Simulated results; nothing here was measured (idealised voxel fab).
Process module name: voxel wiring stack
Square cells of 5 nm make up the cross-section cut, whose width is 170 nm.
Format of a cross-section: grid, square cells. Given as bands. Order: top down. Band: one or more rows of cells.
Read a band's entry like this: the first values are the height of its top and the height of its bottom in nm, and what follows is the sequence of materials from left to right, each with its width in nm. Note that "blank" is empty space, and that a single material marked "all across" reaches across the band from edge to edge.
All heights in this document are referenced to 0, defined as the level beneath which the wafer, as received, consists entirely of one material. The lowest band is not bounded below; it extends indefinitely downward and is written in the form "0 down".
When a width is written as two numbers, as in "30 to 40", the first number is the width in the top row of cells of the band and the second is the width in its bottom row, and the width changes by the same amount from each row to the next.
You'll sometimes find "nothing was modified" written for a step, and that's the way of saying that nowhere in the cross-section did a cell change during that step.
If an empty space has no open way to the top and is at least 8 cells in size, "closed voids" lists it, written width x height at distance, where distance is measured from the left edge and every value is in nm.
Post-settings text on a step line: simulator's own remark regarding the step.
"overlay nm" answers the question of how far to the right of plan the mask lay on a step that has a mask, and when it is negative the answer is to the left.
Heads up before you read on: it's before/after pairs around one process step each, after side only down to the lowest band that changed, step plus settings under the pair. Pairs can be from different runs of this module, same starting wafer, so only chain a pair onto the one above if its "Before the process" entry says so.

Before the process
* 70 to 55 | lowk (20) / blank (20) / lowk (15) / blank (20) / lowk (15) / blank (20) / lowk (15) / blank (20) / lowk (25)
* 55 to 50 | SiN all across
* 50 to 40 | SiO2 (20) / Ru (20) / SiO2 (15) / Ru (20) / SiO2 (15) / Ru (20) / SiO2 (15) / Ru (20) / SiO2 (25)
* 40 to 30 | SiCN (20 to 15) / Ru (20 to 30) / SiCN (15 to 5) / Ru (20 to 30) / SiCN (15 to 5) / Ru (20 to 30) / SiCN (15 to 5) / Ru (20 to 30) / SiCN (25 to 20)
* 30 to 15 | lowk (20) / TiN (5) / Ru (10) / TiN (5) / lowk (15) / TiN (5) / Ru (10) / TiN (5) / lowk (15) / TiN (5) / Ru (10) / TiN (5) / lowk (15) / TiN (5) / Ru (10) / TiN (5) / lowk (25)
* 15 to 10 | SiN (20) / TiN (20) / SiN (15) / TiN (20) / SiN (15) / TiN (20) / SiN (15) / TiN (20) / SiN (25)
* 10 to 0 | SiO2 all across
* 0 down | Si all across
* closed voids: none

Cross-Section After Step
* 70 to 55 | lowk (20) / blank (20) / lowk (15) / blank (20) / lowk (15) / blank (20) / lowk (15) / blank (20) / lowk (25)
* 55 to 50 | SiN (20) / blank (20) / SiN (15) / blank (20) / SiN (15) / blank (20) / SiN (15) / blank (20) / SiN (25)
* below 50: unchanged
* closed voids: none
Before/after cross-sections above; step in between: MASKED_ETCH: tone open, mask id METAL_2, width nm 20, pitch nm 35, etch materials SiN, depth nm 5, overlay nm 0

Before the process: refer to the pair immediately above; the cross-section shown after its step is the state before this one.

Cross-Section After Step
* 75 to 70 | TiN (25) / blank (10) / TiN (25) / blank (10) / TiN (25) / blank (10) / TiN (25) / blank (10) / TiN (30)
* 70 to 55 | lowk (20) / TiN (5) / blank (10) / TiN (5) / lowk (15) / TiN (5) / blank (10) / TiN (5) / lowk (15) / TiN (5) / blank (10) / TiN (5) / lowk (15) / TiN (5) / blank (10) / TiN (5) / lowk (25)
* 55 to 50 | SiN (20) / TiN (20) / SiN (15) / TiN (20) / SiN (15) / TiN (20) / SiN (15) / TiN (20) / SiN (25)
* below 50: unchanged
* closed voids: none
Before/after cross-sections above; step in between: CONFORMAL_DEP: material TiN, thk nm 5

Before the process: refer to the pair immediately above; the cross-section shown after its step is the state before this one.

Cross-Section After Step
* 80 to 75 | W all across
* 75 to 70 | TiN (25) / W (10) / TiN (25) / W (10) / TiN (25) / W (10) / TiN (25) / W (10) / TiN (30)
* 70 to 55 | lowk (20) / TiN (5) / W (10) / TiN (5) / lowk (15) / TiN (5) / W (10) / TiN (5) / lowk (15) / TiN (5) / W (10) / TiN (5) / lowk (15) / TiN (5) / W (10) / TiN (5) / lowk (25)
* below 55: unchanged
* closed voids: none
Before/after cross-sections above; step in between: FILL_DEP: material W, thk nm 5

Before the process: refer to the pair immediately above; the cross-section shown after its step is the state before this one.

Cross-Section After Step
* 70 to 55 | lowk (20) / TiN (5) / W (10) / TiN (5) / lowk (15) / TiN (5) / W (10) / TiN (5) / lowk (15) / TiN (5) / W (10) / TiN (5) / lowk (15) / TiN (5) / W (10) / TiN (5) / lowk (25)
* below 55: unchanged
* closed voids: none
Before/after cross-sections above; step in between: CMP: height nm 70

Before the process: refer to the pair immediately above; the cross-section shown after its step is the state before this one.

Cross-Section After Step
* 75 to 70 | blank (15) / Ru (30) / blank (5) / Ru (30) / blank (5) / Ru (30) / blank (5) / Ru (30) / blank (20)
* below 70: unchanged
* closed voids: none
Before/after cross-sections above; step in between: EPI: material Ru, thk nm 5

Before the process: refer to the pair immediately above; the cross-section shown after its step is the state before this one.

Cross-Section After Step
* 80 to 75 | SiCN all across
* 75 to 70 | SiCN (15) / Ru (30) / SiCN (5) / Ru (30) / SiCN (5) / Ru (30) / SiCN (5) / Ru (30) / SiCN (20)
* below 70: unchanged
* closed voids: none
Before/after cross-sections above; step in between: FILL_DEP: material SiCN, thk nm 5

Before the process: refer to the pair immediately above; the cross-section shown after its step is the state before this one.

Cross-Section After Step
* 110 to 80 | SiO2 all across
* below 80: unchanged
* closed voids: none
Before/after cross-sections above; step in between: DIRECTIONAL_DEP: material SiO2, thk nm 30

Before the process: refer to the pair immediately above; the cross-section shown after its step is the state before this one.

Cross-Section After Step
* 110 to 95 | SiO2 (20) / blank (20) / SiO2 (15) / blank (20) / SiO2 (15) / blank (20) / SiO2 (15) / blank (20) / SiO2 (25)
* below 95: unchanged
* closed voids: none
Before/after cross-sections above; step in between: MASKED_ETCH: tone open, mask id METAL_3, width nm 20, pitch nm 35, etch materials SiO2, depth nm 15, overlay nm 0

Before the process: refer to the pair immediately above; the cross-section shown after its step is the state before this one.

Cross-Section After Step
* 125 to 110 | resist (20) / blank (15) / resist (20) / blank (15) / resist (20) / blank (15) / resist (20) / blank (15) / resist (30)
* 110 to 95 | SiO2 (20) / blank (15) / resist (5) / SiO2 (15) / blank (15) / resist (5) / SiO2 (15) / blank (15) / resist (5) / SiO2 (15) / blank (15) / resist (5) / SiO2 (25)
* below 95: unchanged
* closed voids: none
Before/after cross-sections above; step in between: PATTERN: tone open, mask id METAL_3_HOLES, material resist, width nm 15, pitch nm 35, thk nm 15, overlay nm 0

Before the process: refer to the pair immediately above; the cross-section shown after its step is the state before this one.

Cross-Section After Step
* 125 to 110 | resist (20) / blank (15) / resist (20) / blank (15) / resist (20) / blank (15) / resist (20) / blank (15) / resist (30)
* 110 to 95 | SiO2 (20) / blank (15) / resist (5) / SiO2 (15) / blank (15) / resist (5) / SiO2 (15) / blank (15) / resist (5) / SiO2 (15) / blank (15) / resist (5) / SiO2 (25)
* 95 to 80 | SiO2 (20) / blank (15) / SiO2 (20) / blank (15) / SiO2 (20) / blank (15) / SiO2 (20) / blank (15) / SiO2 (30)
* below 80: unchanged
* closed voids: none
Before/after cross-sections above; step in between: DIRECTIONAL_ETCH: etch materials SiO2, depth nm 15

Before the process: refer to the pair immediately above; the cross-section shown after its step is the state before this one.

Cross-Section After Step
* 125 to 110 | resist (20) / blank (15) / resist (20) / blank (15) / resist (20) / blank (15) / resist (20) / blank (15) / resist (30)
* 110 to 95 | SiO2 (20) / blank (15) / resist (5) / SiO2 (15) / blank (15) / resist (5) / SiO2 (15) / blank (15) / resist (5) / SiO2 (15) / blank (15) / resist (5) / SiO2 (25)
* 95 to 80 | SiO2 (20) / blank (15) / SiO2 (20) / blank (15) / SiO2 (20) / blank (15) / SiO2 (20) / blank (15) / SiO2 (30)
* 80 to 75 | SiCN (20) / blank (15) / SiCN (20) / blank (15) / SiCN (20) / blank (15) / SiCN (20) / blank (15) / SiCN (30)
* below 75: unchanged
* closed voids: none
Before/after cross-sections above; step in between: DIRECTIONAL_ETCH: etch materials SiCN, depth nm 5

Before the process: refer to the pair immediately above; the cross-section shown after its step is the state before this one.

Cross-Section After Step
* 110 to 95 | SiO2 (20) / blank (20) / SiO2 (15) / blank (20) / SiO2 (15) / blank (20) / SiO2 (15) / blank (20) / SiO2 (25)
* below 95: unchanged
* closed voids: none
Before/after cross-sections above; step in between: STRIP: etch materials resist

Before the process: refer to the pair immediately above; the cross-section shown after its step is the state before this one.

Cross-Section After Step
* 115 to 110 | TiN (25) / blank (10) / TiN (25) / blank (10) / TiN (25) / blank (10) / TiN (25) / blank (10) / TiN (30)
* 110 to 100 | SiO2 (20) / TiN (5) / blank (10) / TiN (5) / SiO2 (15) / TiN (5) / blank (10) / TiN (5) / SiO2 (15) / TiN (5) / blank (10) / TiN (5) / SiO2 (15) / TiN (5) / blank (10) / TiN (5) / SiO2 (25)
* 100 to 95 | SiO2 (20) / TiN (5) / blank (5) / TiN (10) / SiO2 (15) / TiN (5) / blank (5) / TiN (10) / SiO2 (15) / TiN (5) / blank (5) / TiN (10) / SiO2 (15) / TiN (5) / blank (5) / TiN (10) / SiO2 (25)
* 95 to 80 | SiO2 (20) / TiN (5) / blank (5) / TiN (5) / SiO2 (20) / TiN (5) / blank (5) / TiN (5) / SiO2 (20) / TiN (5) / blank (5) / TiN (5) / SiO2 (20) / TiN (5) / blank (5) / TiN (5) / SiO2 (30)
* 80 to 75 | SiCN (20) / TiN (15) / SiCN (20) / TiN (15) / SiCN (20) / TiN (15) / SiCN (20) / TiN (15) / SiCN (30)
* below 75: unchanged
* closed voids: none
Before/after cross-sections above; step in between: CONFORMAL_DEP: material TiN, thk nm 5

Before the process: refer to the pair immediately above; the cross-section shown after its step is the state before this one.

Cross-Section After Step
* 125 to 115 | Ru all across
* 115 to 110 | TiN (25) / Ru (10) / TiN (25) / Ru (10) / TiN (25) / Ru (10) / TiN (25) / Ru (10) / TiN (30)
* 110 to 100 | SiO2 (20) / TiN (5) / Ru (10) / TiN (5) / SiO2 (15) / TiN (5) / Ru (10) / TiN (5) / SiO2 (15) / TiN (5) / Ru (10) / TiN (5) / SiO2 (15) / TiN (5) / Ru (10) / TiN (5) / SiO2 (25)
* 100 to 95 | SiO2 (20) / TiN (5) / Ru (5) / TiN (10) / SiO2 (15) / TiN (5) / Ru (5) / TiN (10) / SiO2 (15) / TiN (5) / Ru (5) / TiN (10) / SiO2 (15) / TiN (5) / Ru (5) / TiN (10) / SiO2 (25)
* 95 to 80 | SiO2 (20) / TiN (5) / Ru (5) / TiN (5) / SiO2 (20) / TiN (5) / Ru (5) / TiN (5) / SiO2 (20) / TiN (5) / Ru (5) / TiN (5) / SiO2 (20) / TiN (5) / Ru (5) / TiN (5) / SiO2 (30)
* below 80: unchanged
* closed voids: none
Before/after cross-sections above; step in between: FILL_DEP: material Ru, thk nm 10

Before the process: refer to the pair immediately above; the cross-section shown after its step is the state before this one.

Cross-Section After Step
* 110 to 100 | SiO2 (20) / TiN (5) / Ru (10) / TiN (5) / SiO2 (15) / TiN (5) / Ru (10) / TiN (5) / SiO2 (15) / TiN (5) / Ru (10) / TiN (5) / SiO2 (15) / TiN (5) / Ru (10) / TiN (5) / SiO2 (25)
* below 100: unchanged
* closed voids: none
Before/after cross-sections above; step in between: CMP: height nm 110

Before the process: refer to the pair immediately above; the cross-section shown after its step is the state before this one.

Cross-Section After Step
* 115 to 110 | SiN all across
* below 110: unchanged
* closed voids: none
Before/after cross-sections above; step in between: CONFORMAL_DEP: material SiN, thk nm 5

Before the process
* 70 to 55 | lowk all across
* 55 to 50 | SiN all across
* 50 to 40 | SiO2 (20) / Ru (15) / SiO2 (20) / Ru (15) / SiO2 (20) / Ru (15) / SiO2 (20) / Ru (15) / SiO2 (30)
* 40 to 30 | SiCN (20 to 15) / Ru (15 to 30) / SiCN (20 to 5) / Ru (15 to 30) / SiCN (20 to 5) / Ru (15 to 30) / SiCN (20 to 5) / Ru (15 to 30) / SiCN (30 to 20)
* 30 to 15 | lowk (20) / TiN (5) / Ru (10) / TiN (5) / lowk (15) / TiN (5) / Ru (10) / TiN (5) / lowk (15) / TiN (5) / Ru (10) / TiN (5) / lowk (15) / TiN (5) / Ru (10) / TiN (5) / lowk (25)
* 15 to 10 | SiN (20) / TiN (20) / SiN (15) / TiN (20) / SiN (15) / TiN (20) / SiN (15) / TiN (20) / SiN (25)
* 10 to 0 | SiO2 all across
* 0 down | Si all across
* closed voids: none

Cross-Section After Step
* 70 to 55 | lowk (30) / blank (20) / lowk (15) / blank (20) / lowk (15) / blank (20) / lowk (15) / blank (20) / lowk (15)
* below 55: unchanged
* closed voids: none
Before/after cross-sections above; step in between: MASKED_ETCH: tone open, mask id METAL_2, width nm 20, pitch nm 35, etch materials lowk, depth nm 15, overlay nm 10

Before the process: refer to the pair immediately above; the cross-section shown after its step is the state before this one.

Cross-Section After Step
* 70 to 55 | lowk (30) / blank (20) / lowk (15) / blank (20) / lowk (15) / blank (20) / lowk (15) / blank (20) / lowk (15)
* 55 to 50 | SiN (30) / blank (10) / SiN (25) / blank (10) / SiN (25) / blank (10) / SiN (25) / blank (10) / SiN (25)
* below 50: unchanged
* closed voids: none
Before/after cross-sections above; step in between: MASKED_ETCH: tone open, mask id METAL_2, width nm 20, pitch nm 35, etch materials SiN, depth nm 5, overlay nm 0

Before the process: refer to the pair immediately above; the cross-section shown after its step is the state before this one.

Cross-Section After Step
* 75 to 70 | TiN (35) / blank (10) / TiN (25) / blank (10) / TiN (25) / blank (10) / TiN (25) / blank (10) / TiN (20)
* 70 to 60 | lowk (30) / TiN (5) / blank (10) / TiN (5) / lowk (15) / TiN (5) / blank (10) / TiN (5) / lowk (15) / TiN (5) / blank (10) / TiN (5) / lowk (15) / TiN (5) / blank (10) / TiN (5) / lowk (15)
* 60 to 55 | lowk (30) / TiN (20) / lowk (15) / TiN (20) / lowk (15) / TiN (20) / lowk (15) / TiN (20) / lowk (15)
* 55 to 50 | SiN (30) / TiN (10) / SiN (25) / TiN (10) / SiN (25) / TiN (10) / SiN (25) / TiN (10) / SiN (25)
* below 50: unchanged
* closed voids: none
Before/after cross-sections above; step in between: CONFORMAL_DEP: material TiN, thk nm 5

Before the process: refer to the pair immediately above; the cross-section shown after its step is the state before this one.

Cross-Section After Step
* 80 to 75 | W all across
* 75 to 70 | TiN (35) / W (10) / TiN (25) / W (10) / TiN (25) / W (10) / TiN (25) / W (10) / TiN (20)
* 70 to 60 | lowk (30) / TiN (5) / W (10) / TiN (5) / lowk (15) / TiN (5) / W (10) / TiN (5) / lowk (15) / TiN (5) / W (10) / TiN (5) / lowk (15) / TiN (5) / W (10) / TiN (5) / lowk (15)
* below 60: unchanged
* closed voids: none
Before/after cross-sections above; step in between: FILL_DEP: material W, thk nm 5

Before the process: refer to the pair immediately above; the cross-section shown after its step is the state before this one.

Cross-Section After Step
* 70 to 60 | lowk (30) / TiN (5) / W (10) / TiN (5) / lowk (15) / TiN (5) / W (10) / TiN (5) / lowk (15) / TiN (5) / W (10) / TiN (5) / lowk (15) / TiN (5) / W (10) / TiN (5) / lowk (15)
* below 60: unchanged
* closed voids: none
Before/after cross-sections above; step in between: CMP: height nm 70

Before the process: refer to the pair immediately above; the cross-section shown after its step is the state before this one.

Cross-Section After Step
* 75 to 70 | blank (25) / Ru (30) / blank (5) / Ru (30) / blank (5) / Ru (30) / blank (5) / Ru (30) / blank (10)
* below 70: unchanged
* closed voids: none
Before/after cross-sections above; step in between: EPI: material Ru, thk nm 5

Before the process: refer to the pair immediately above; the cross-section shown after its step is the state before this one.

Cross-Section After Step
* 80 to 75 | SiCN all across
* 75 to 70 | SiCN (25) / Ru (30) / SiCN (5) / Ru (30) / SiCN (5) / Ru (30) / SiCN (5) / Ru (30) / SiCN (10)
* below 70: unchanged
* closed voids: none
Before/after cross-sections above; step in between: FILL_DEP: material SiCN, thk nm 5

Before the process: refer to the pair immediately above; the cross-section shown after its step is the state before this one.

Cross-Section After Step
* 110 to 80 | SiO2 all across
* below 80: unchanged
* closed voids: none
Before/after cross-sections above; step in between: DIRECTIONAL_DEP: material SiO2, thk nm 30

Before the process: refer to the pair immediately above; the cross-section shown after its step is the state before this one.

Cross-Section After Step
* 110 to 95 | SiO2 (20) / blank (20) / SiO2 (15) / blank (20) / SiO2 (15) / blank (20) / SiO2 (15) / blank (20) / SiO2 (25)
* below 95: unchanged
* closed voids: none
Before/after cross-sections above; step in between: MASKED_ETCH: tone open, mask id METAL_3, width nm 20, pitch nm 35, etch materials SiO2, depth nm 15, overlay nm 0

Before the process: refer to the pair immediately above; the cross-section shown after its step is the state before this one.

Cross-Section After Step
* 125 to 110 | resist (20) / blank (15) / resist (20) / blank (15) / resist (20) / blank (15) / resist (20) / blank (15) / resist (30)
* 110 to 95 | SiO2 (20) / blank (15) / resist (5) / SiO2 (15) / blank (15) / resist (5) / SiO2 (15) / blank (15) / resist (5) / SiO2 (15) / blank (15) / resist (5) / SiO2 (25)
* below 95: unchanged
* closed voids: none
Before/after cross-sections above; step in between: PATTERN: tone open, mask id METAL_3_HOLES, material resist, width nm 15, pitch nm 35, thk nm 15, overlay nm 0

Before the process: refer to the pair immediately above; the cross-section shown after its step is the state before this one.

Cross-Section After Step
* 125 to 110 | resist (20) / blank (15) / resist (20) / blank (15) / resist (20) / blank (15) / resist (20) / blank (15) / resist (30)
* 110 to 95 | SiO2 (20) / blank (15) / resist (5) / SiO2 (15) / blank (15) / resist (5) / SiO2 (15) / blank (15) / resist (5) / SiO2 (15) / blank (15) / resist (5) / SiO2 (25)
* 95 to 80 | SiO2 (20) / blank (15) / SiO2 (20) / blank (15) / SiO2 (20) / blank (15) / SiO2 (20) / blank (15) / SiO2 (30)
* below 80: unchanged
* closed voids: none
Before/after cross-sections above; step in between: DIRECTIONAL_ETCH: etch materials SiO2, depth nm 15

Before the process: refer to the pair immediately above; the cross-section shown after its step is the state before this one.

Cross-Section After Step
* 125 to 110 | resist (20) / blank (15) / resist (20) / blank (15) / resist (20) / blank (15) / resist (20) / blank (15) / resist (30)
* 110 to 95 | SiO2 (20) / blank (15) / resist (5) / SiO2 (15) / blank (15) / resist (5) / SiO2 (15) / blank (15) / resist (5) / SiO2 (15) / blank (15) / resist (5) / SiO2 (25)
* 95 to 80 | SiO2 (20) / blank (15) / SiO2 (20) / blank (15) / SiO2 (20) / blank (15) / SiO2 (20) / blank (15) / SiO2 (30)
* 80 to 75 | SiCN (20) / blank (15) / SiCN (20) / blank (15) / SiCN (20) / blank (15) / SiCN (20) / blank (15) / SiCN (30)
* below 75: unchanged
* closed voids: none
Before/after cross-sections above; step in between: DIRECTIONAL_ETCH: etch materials SiCN, depth nm 5

Before the process: refer to the pair immediately above; the cross-section shown after its step is the state before this one.

Cross-Section After Step
* 110 to 95 | SiO2 (20) / blank (20) / SiO2 (15) / blank (20) / SiO2 (15) / blank (20) / SiO2 (15) / blank (20) / SiO2 (25)
* below 95: unchanged
* closed voids: none
Before/after cross-sections above; step in between: STRIP: etch materials resist

Before the process: refer to the pair immediately above; the cross-section shown after its step is the state before this one.

Cross-Section After Step
* 115 to 110 | TiN (25) / blank (10) / TiN (25) / blank (10) / TiN (25) / blank (10) / TiN (25) / blank (10) / TiN (30)
* 110 to 100 | SiO2 (20) / TiN (5) / blank (10) / TiN (5) / SiO2 (15) / TiN (5) / blank (10) / TiN (5) / SiO2 (15) / TiN (5) / blank (10) / TiN (5) / SiO2 (15) / TiN (5) / blank (10) / TiN (5) / SiO2 (25)
* 100 to 95 | SiO2 (20) / TiN (5) / blank (5) / TiN (10) / SiO2 (15) / TiN (5) / blank (5) / TiN (10) / SiO2 (15) / TiN (5) / blank (5) / TiN (10) / SiO2 (15) / TiN (5) / blank (5) / TiN (10) / SiO2 (25)
* 95 to 80 | SiO2 (20) / TiN (5) / blank (5) / TiN (5) / SiO2 (20) / TiN (5) / blank (5) / TiN (5) / SiO2 (20) / TiN (5) / blank (5) / TiN (5) / SiO2 (20) / TiN (5) / blank (5) / TiN (5) / SiO2 (30)
* 80 to 75 | SiCN (20) / TiN (15) / SiCN (20) / TiN (15) / SiCN (20) / TiN (15) / SiCN (20) / TiN (15) / SiCN (30)
* below 75: unchanged
* closed voids: none
Before/after cross-sections above; step in between: CONFORMAL_DEP: material TiN, thk nm 5

Before the process: refer to the pair immediately above; the cross-section shown after its step is the state before this one.

Cross-Section After Step
* 125 to 115 | Ru all across
* 115 to 110 | TiN (25) / Ru (10) / TiN (25) / Ru (10) / TiN (25) / Ru (10) / TiN (25) / Ru (10) / TiN (30)
* 110 to 100 | SiO2 (20) / TiN (5) / Ru (10) / TiN (5) / SiO2 (15) / TiN (5) / Ru (10) / TiN (5) / SiO2 (15) / TiN (5) / Ru (10) / TiN (5) / SiO2 (15) / TiN (5) / Ru (10) / TiN (5) / SiO2 (25)
* 100 to 95 | SiO2 (20) / TiN (5) / Ru (5) / TiN (10) / SiO2 (15) / TiN (5) / Ru (5) / TiN (10) / SiO2 (15) / TiN (5) / Ru (5) / TiN (10) / SiO2 (15) / TiN (5) / Ru (5) / TiN (10) / SiO2 (25)
* 95 to 80 | SiO2 (20) / TiN (5) / Ru (5) / TiN (5) / SiO2 (20) / TiN (5) / Ru (5) / TiN (5) / SiO2 (20) / TiN (5) / Ru (5) / TiN (5) / SiO2 (20) / TiN (5) / Ru (5) / TiN (5) / SiO2 (30)
* below 80: unchanged
* closed voids: none
Before/after cross-sections above; step in between: FILL_DEP: material Ru, thk nm 10

Before the process: refer to the pair immediately above; the cross-section shown after its step is the state before this one.

Cross-Section After Step
* 110 to 100 | SiO2 (20) / TiN (5) / Ru (10) / TiN (5) / SiO2 (15) / TiN (5) / Ru (10) / TiN (5) / SiO2 (15) / TiN (5) / Ru (10) / TiN (5) / SiO2 (15) / TiN (5) / Ru (10) / TiN (5) / SiO2 (25)
* below 100: unchanged
* closed voids: none
Before/after cross-sections above; step in between: CMP: height nm 110

Before the process: refer to the pair immediately above; the cross-section shown after its step is the state before this one.

Cross-Section After Step
* 115 to 110 | SiN all across
* below 110: unchanged
* closed voids: none
Before/after cross-sections above; step in between: CONFORMAL_DEP: material SiN, thk nm 5

Before the process
* 80 to 75 | SiCN all across
* 75 to 70 | SiCN (15) / Ru (30) / SiCN (5) / Ru (30) / SiCN (5) / Ru (30) / SiCN (5) / Ru (30) / SiCN (20)
* 70 to 55 | lowk (20) / TiN (5) / W (10) / TiN (5) / lowk (15) / TiN (5) / W (10) / TiN (5) / lowk (15) / TiN (5) / W (10) / TiN (5) / lowk (15) / TiN (5) / W (10) / TiN (5) / lowk (25)
* 55 to 50 | SiN (20) / TiN (20) / SiN (15) / TiN (20) / SiN (15) / TiN (20) / SiN (15) / TiN (20) / SiN (25)
* 50 to 40 | SiO2 (20) / Ru (15) / SiO2 (20) / Ru (15) / SiO2 (20) / Ru (15) / SiO2 (20) / Ru (15) / SiO2 (30)
* 40 to 30 | SiCN (20 to 15) / Ru (15 to 30) / SiCN (20 to 5) / Ru (15 to 30) / SiCN (20 to 5) / Ru (15 to 30) / SiCN (20 to 5) / Ru (15 to 30) / SiCN (30 to 20)
* 30 to 15 | lowk (20) / TiN (5) / Ru (10) / TiN (5) / lowk (15) / TiN (5) / Ru (10) / TiN (5) / lowk (15) / TiN (5) / Ru (10) / TiN (5) / lowk (15) / TiN (5) / Ru (10) / TiN (5) / lowk (25)
* 15 to 10 | SiN (20) / TiN (20) / SiN (15) / TiN (20) / SiN (15) / TiN (20) / SiN (15) / TiN (20) / SiN (25)
* 10 to 0 | SiO2 all across
* 0 down | Si all across
* closed voids: none

Cross-Section After Step
* 110 to 80 | SiN all across
* below 80: unchanged
* closed voids: none
Before/after cross-sections above; step in between: DIRECTIONAL_DEP: material SiN, thk nm 30

Before the process: refer to the pair immediately above; the cross-section shown after its step is the state before this one.

Cross-Section After Step
* 125 to 110 | resist (20) / blank (15) / resist (20) / blank (15) / resist (20) / blank (15) / resist (20) / blank (15) / resist (30)
* below 110: unchanged
* closed voids: none
Before/after cross-sections above; step in between: PATTERN: tone open, mask id METAL_3_HOLES, material resist, width nm 15, pitch nm 35, thk nm 15, overlay nm 0

Before the process: refer to the pair immediately above; the cross-section shown after its step is the state before this one.

Cross-Section After Step
* 110 to 80 | SiN all across
* below 80: unchanged
* closed voids: none
Before/after cross-sections above; step in between: STRIP: etch materials resist

Before the process: refer to the pair immediately above; the cross-section shown after its step is the state before this one.

Cross-Section After Step
* 115 to 110 | TiN all across
* below 110: unchanged
* closed voids: none
Before/after cross-sections above; step in between: CONFORMAL_DEP: material TiN, thk nm 5

Before the process: refer to the pair immediately above; the cross-section shown after its step is the state before this one.

Cross-Section After Step
* 125 to 115 | Ru all across
* below 115: unchanged
* closed voids: none
Before/after cross-sections above; step in between: FILL_DEP: material Ru, thk nm 10

Before the process: refer to the pair immediately above; the cross-section shown after its step is the state before this one.

Cross-Section After Step
* 110 to 80 | SiN all across
* below 80: unchanged
* closed voids: none
Before/after cross-sections above; step in between: CMP: height nm 110

Before the process: refer to the pair immediately above; the cross-section shown after its step is the state before this one.

Cross-Section After Step
* 115 to 80 | SiN all across
* below 80: unchanged
* closed voids: none
Before/after cross-sections above; step in between: CONFORMAL_DEP: material SiN, thk nm 5

Before the process
* 110 to 80 | SiO2 all across
* 80 to 75 | SiCN all across
* 75 to 70 | SiCN (15) / Ru (30) / SiCN (5) / Ru (30) / SiCN (5) / Ru (30) / SiCN (5) / Ru (30) / SiCN (20)
* 70 to 55 | lowk (20) / TiN (5) / W (10) / TiN (5) / lowk (15) / TiN (5) / W (10) / TiN (5) / lowk (15) / TiN (5) / W (10) / TiN (5) / lowk (15) / TiN (5) / W (10) / TiN (5) / lowk (25)
* 55 to 50 | SiN (20) / TiN (20) / SiN (15) / TiN (20) / SiN (15) / TiN (20) / SiN (15) / TiN (20) / SiN (25)
* 50 to 40 | SiO2 (20) / Ru (15) / SiO2 (20) / Ru (15) / SiO2 (20) / Ru (15) / SiO2 (20) / Ru (15) / SiO2 (30)
* 40 to 30 | SiCN (20 to 15) / Ru (15 to 30) / SiCN (20 to 5) / Ru (15 to 30) / SiCN (20 to 5) / Ru (15 to 30) / SiCN (20 to 5) / Ru (15 to 30) / SiCN (30 to 20)
* 30 to 15 | lowk (20) / TiN (5) / Ru (10) / TiN (5) / lowk (15) / TiN (5) / Ru (10) / TiN (5) / lowk (15) / TiN (5) / Ru (10) / TiN (5) / lowk (15) / TiN (5) / Ru (10) / TiN (5) / lowk (25)
* 15 to 10 | SiN (20) / TiN (20) / SiN (15) / TiN (20) / SiN (15) / TiN (20) / SiN (15) / TiN (20) / SiN (25)
* 10 to 0 | SiO2 all across
* 0 down | Si all across
* closed voids: none

Cross-Section After Step
* 110 to 95 | blank (20) / SiO2 (20) / blank (15) / SiO2 (20) / blank (15) / SiO2 (20) / blank (15) / SiO2 (20) / blank (25)
* below 95: unchanged
* closed voids: none
Before/after cross-sections above; step in between: MASKED_ETCH: tone cover, mask id METAL_3, width nm 20, pitch nm 35, etch materials SiO2, depth nm 15, overlay nm 0

Before the process: refer to the pair immediately above; the cross-section shown after its step is the state before this one.

Cross-Section After Step
* 125 to 110 | resist (20) / blank (15) / resist (20) / blank (15) / resist (20) / blank (15) / resist (20) / blank (15) / resist (30)
* 110 to 95 | resist (20) / SiO2 (20) / resist (15) / SiO2 (20) / resist (15) / SiO2 (20) / resist (15) / SiO2 (20) / resist (25)
* below 95: unchanged
* closed voids: none
Before/after cross-sections above; step in between: PATTERN: tone open, mask id METAL_3_HOLES, material resist, width nm 15, pitch nm 35, thk nm 15, overlay nm 0

Before the process: refer to the pair immediately above; the cross-section shown after its step is the state before this one.

Cross-Section After Step
* 125 to 110 | resist (20) / blank (15) / resist (20) / blank (15) / resist (20) / blank (15) / resist (20) / blank (15) / resist (30)
* 110 to 95 | resist (20) / blank (15) / SiO2 (5) / resist (15) / blank (15) / SiO2 (5) / resist (15) / blank (15) / SiO2 (5) / resist (15) / blank (15) / SiO2 (5) / resist (25)
* below 95: unchanged
* closed voids: none
Before/after cross-sections above; step in between: DIRECTIONAL_ETCH: etch materials SiO2, depth nm 15

Before the process: refer to the pair immediately above; the cross-section shown after its step is the state before this one.

Cross-Section After Step
* 110 to 95 | blank (35) / SiO2 (5) / blank (30) / SiO2 (5) / blank (30) / SiO2 (5) / blank (30) / SiO2 (5) / blank (25)
* below 95: unchanged
* closed voids: none
Before/after cross-sections above; step in between: STRIP: etch materials resist

Before the process: refer to the pair immediately above; the cross-section shown after its step is the state before this one.

Cross-Section After Step
* 115 to 110 | blank (30) / TiN (15) / blank (20) / TiN (15) / blank (20) / TiN (15) / blank (20) / TiN (15) / blank (20)
* 110 to 100 | blank (30) / TiN (5) / SiO2 (5) / TiN (5) / blank (20) / TiN (5) / SiO2 (5) / TiN (5) / blank (20) / TiN (5) / SiO2 (5) / TiN (5) / blank (20) / TiN (5) / SiO2 (5) / TiN (5) / blank (20)
* 100 to 95 | TiN (35) / SiO2 (5) / TiN (30) / SiO2 (5) / TiN (30) / SiO2 (5) / TiN (30) / SiO2 (5) / TiN (25)
* below 95: unchanged
* closed voids: none
Before/after cross-sections above; step in between: CONFORMAL_DEP: material TiN, thk nm 5

Before the process: refer to the pair immediately above; the cross-section shown after its step is the state before this one.

Cross-Section After Step
* 125 to 115 | Ru all across
* 115 to 110 | Ru (30) / TiN (15) / Ru (20) / TiN (15) / Ru (20) / TiN (15) / Ru (20) / TiN (15) / Ru (20)
* 110 to 100 | Ru (30) / TiN (5) / SiO2 (5) / TiN (5) / Ru (20) / TiN (5) / SiO2 (5) / TiN (5) / Ru (20) / TiN (5) / SiO2 (5) / TiN (5) / Ru (20) / TiN (5) / SiO2 (5) / TiN (5) / Ru (20)
* below 100: unchanged
* closed voids: none
Before/after cross-sections above; step in between: FILL_DEP: material Ru, thk nm 10

Before the process: refer to the pair immediately above; the cross-section shown after its step is the state before this one.

Cross-Section After Step
* 110 to 100 | Ru (30) / TiN (5) / SiO2 (5) / TiN (5) / Ru (20) / TiN (5) / SiO2 (5) / TiN (5) / Ru (20) / TiN (5) / SiO2 (5) / TiN (5) / Ru (20) / TiN (5) / SiO2 (5) / TiN (5) / Ru (20)
* below 100: unchanged
* closed voids: none
Before/after cross-sections above; step in between: CMP: height nm 110
